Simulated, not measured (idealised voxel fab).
Proc. module: voxel wiring stack
The cross-section shown here is cut; it is 245 nm wide and divided into square cells measuring 5 nm on a side.
This document writes a cross-section as a grid whose cells are square, and gives it as bands, listed from the top down; one or more rows of cells form a band.
The band entry comprises the height of the band's top followed by the height of its bottom, expressed in nm, and subsequently the band's materials from left to right, each stated together with its width in nm. Where a single material is marked with the word "all across", that material fills the band from edge to edge. The word "blank" represents empty space.
Zero point of the height axis is 0; under it, received wafer = one material. Lowest band: continues down indefinitely, "z 0 and below".
Think of "30 to 40" as a width that walks from the first number to the second as you go down the band, top row to bottom row, taking equal-sized steps from row to row.
Where the words "remained the same" appear for a step, the cross-section shows no cell changed by that step; every cell remained as before.
This entry, "Closed cavity list", enumerates those empty regions of no fewer than 8 cells that possess no open connection to the top. Each region is reported in the form width x height at distance, the distance being taken from the left edge, with all three quantities expressed in nm.
Where a step's line continues beyond its settings, the continuation is a remark by the simulator itself on that step.
The line of a step may include "overlay nm". On a step with a mask, this value is how far to the right of its planned place the mask lay. A negative value means the mask lay to the left.

### Intended process steps
- 1: RECEIVE (material Si)
- 2: CONFORMAL_DEP (material SiO2; thk nm 15)
- 3: DIRECTIONAL_DEP (material TiN; thk nm 5)
- 4: DIRECTIONAL_DEP (material W; thk nm 25)
- 5: MASKED_ETCH (tone cover; mask id METAL_1; width nm 25; pitch nm 50; etch materials W; depth nm 25; overlay nm 0)
- 6: MASKED_ETCH (tone cover; mask id METAL_1; width nm 25; pitch nm 50; etch materials TiN; depth nm 5; overlay nm 0)
- 7: CONFORMAL_DEP (material SiN; thk nm 5)
- 8: FILL_DEP (material SiO2; thk nm 5)
- 9: CMP (height nm 45)
- 10: CONFORMAL_DEP (material SiCN; thk nm 5)
- 11: DIRECTIONAL_DEP (material lowk; thk nm 15)
- 12: DIRECTIONAL_DEP (material aC; thk nm 15)
- 13: PATTERN (tone open; mask id PLUG_1; material resist; width nm 15; thk nm 35; overlay nm 0)
- 14: DIRECTIONAL_ETCH (etch materials aC; depth nm 15)
- 15: STRIP (etch materials resist)
- 16: DIRECTIONAL_ETCH (etch materials lowk; depth nm 15)
- 17: DIRECTIONAL_ETCH (etch materials SiCN; depth nm 5)
- 18: STRIP (etch materials aC)
- 19: EPI (material Ru; thk nm 10)
- 20: EPI (material Ru; thk nm 10)
- 21: DIRECTIONAL_DEP (material TiN; thk nm 5)
- 22: DIRECTIONAL_DEP (material W; thk nm 20)
- 23: PATTERN (tone cover; mask id METAL_2; material resist; width nm 25; pitch nm 50; thk nm 15; overlay nm 0)
- 24: DIRECTIONAL_ETCH (etch materials W; depth nm 20)
- 25: DIRECTIONAL_ETCH (etch materials TiN; depth nm 5)
- 26: STRIP (etch materials resist)
- 27: CONFORMAL_DEP (material SiCN; thk nm 5)
- 28: FILL_DEP (material SiO2; thk nm 5)
- 29: CMP (height nm 90)
- 30: CONFORMAL_DEP (material SiCN; thk nm 5)
- 31: DIRECTIONAL_DEP (material lowk; thk nm 30)
- 32: MASKED_ETCH (tone open; mask id METAL_3; width nm 25; pitch nm 50; etch materials lowk; depth nm 15; overlay nm 0)
- 33: PATTERN (tone open; mask id METAL_3_HOLES; material resist; width nm 15; thk nm 15; overlay nm 0)
- 34: DIRECTIONAL_ETCH (etch materials lowk; depth nm 15)
- 35: DIRECTIONAL_ETCH (etch materials SiCN; depth nm 5)
- 36: STRIP (etch materials resist)
- 37: CONFORMAL_DEP (material TiN; thk nm 5)
- 38: FILL_DEP (material Cu; thk nm 10)
- 39: CMP (height nm 125)
- 40: CONFORMAL_DEP (material SiCN; thk nm 5)

### as received, after step 1
z 0 and below  Si all across
Closed cavity list: none

### Looking at the first of two wafers in cross-section at end of module - ran to plan
z 130 to 125  SiCN all across
z 125 to 115  lowk 85; TiN 5; Cu 15; TiN 5; lowk 25; TiN 5; Cu 15; TiN 5; lowk 85
z 115 to 110  lowk 85; TiN 5; Cu 5; TiN 15; lowk 25; TiN 25; lowk 85
z 110 to 95  lowk 85; TiN 5; Cu 5; TiN 5; lowk 145
z 95 to 90  SiCN 85; TiN 15; SiCN 145
z 90 to 70  SiO2 80; SiCN 5; W 25; SiCN 5; SiO2 15; SiCN 5; W 25; SiCN 5; SiO2 80
z 70 to 65  SiCN 85; TiN 25; SiCN 25; TiN 25; SiCN 85
z 65 to 50  lowk 85; Ru 15; lowk 145
z 50 to 45  SiCN 85; Ru 15; SiCN 145
z 45 to 20  SiO2 80; SiN 5; W 25; SiN 5; SiO2 15; SiN 5; W 25; SiN 5; SiO2 80
z 20 to 15  SiN 85; TiN 25; SiN 25; TiN 25; SiN 85
z 15 to 0  SiO2 all across
z 0 and below  Si all across
Closed cavity list: none

### This cross-section belongs to the second wafer of two at the end of the module; the start and the plan were shared with the first, and the run included one mistake
z 130 to 125  SiCN all across
z 125 to 115  lowk 85; TiN 5; Cu 10; TiN 5; lowk 35; TiN 5; Cu 5; TiN 5; lowk 90
z 115 to 110  lowk 85; TiN 20; lowk 35; TiN 15; lowk 90
z 110 to 95  lowk 90; TiN 10; lowk 145
z 95 to 90  SiCN 90; TiN 10; SiCN 145
z 90 to 70  SiO2 80; SiCN 5; W 25; SiCN 5; SiO2 15; SiCN 5; W 25; SiCN 5; SiO2 80
z 70 to 65  SiCN 85; TiN 25; SiCN 25; TiN 25; SiCN 85
z 65 to 50  lowk 85; Ru 15; lowk 145
z 50 to 45  SiCN 85; Ru 15; SiCN 145
z 45 to 20  SiO2 80; SiN 5; W 25; SiN 5; SiO2 15; SiN 5; W 25; SiN 5; SiO2 80
z 20 to 15  SiN 85; TiN 25; SiN 25; TiN 25; SiN 85
z 15 to 0  SiO2 all across
z 0 and below  Si all across
Closed cavity list: none
What broke from the plan during processing? step 32 ran differently from the plan; actual operation with settings: MASKED_ETCH (tone open; mask id METAL_3; width nm 15; pitch nm 50; etch materials lowk; depth nm 15; overlay nm 0)
End of process, cell counts, second wafer against first, materials with more or fewer: Cu: 10 fewer, SiCN: 1 more, TiN: 3 fewer, lowk: 12 more
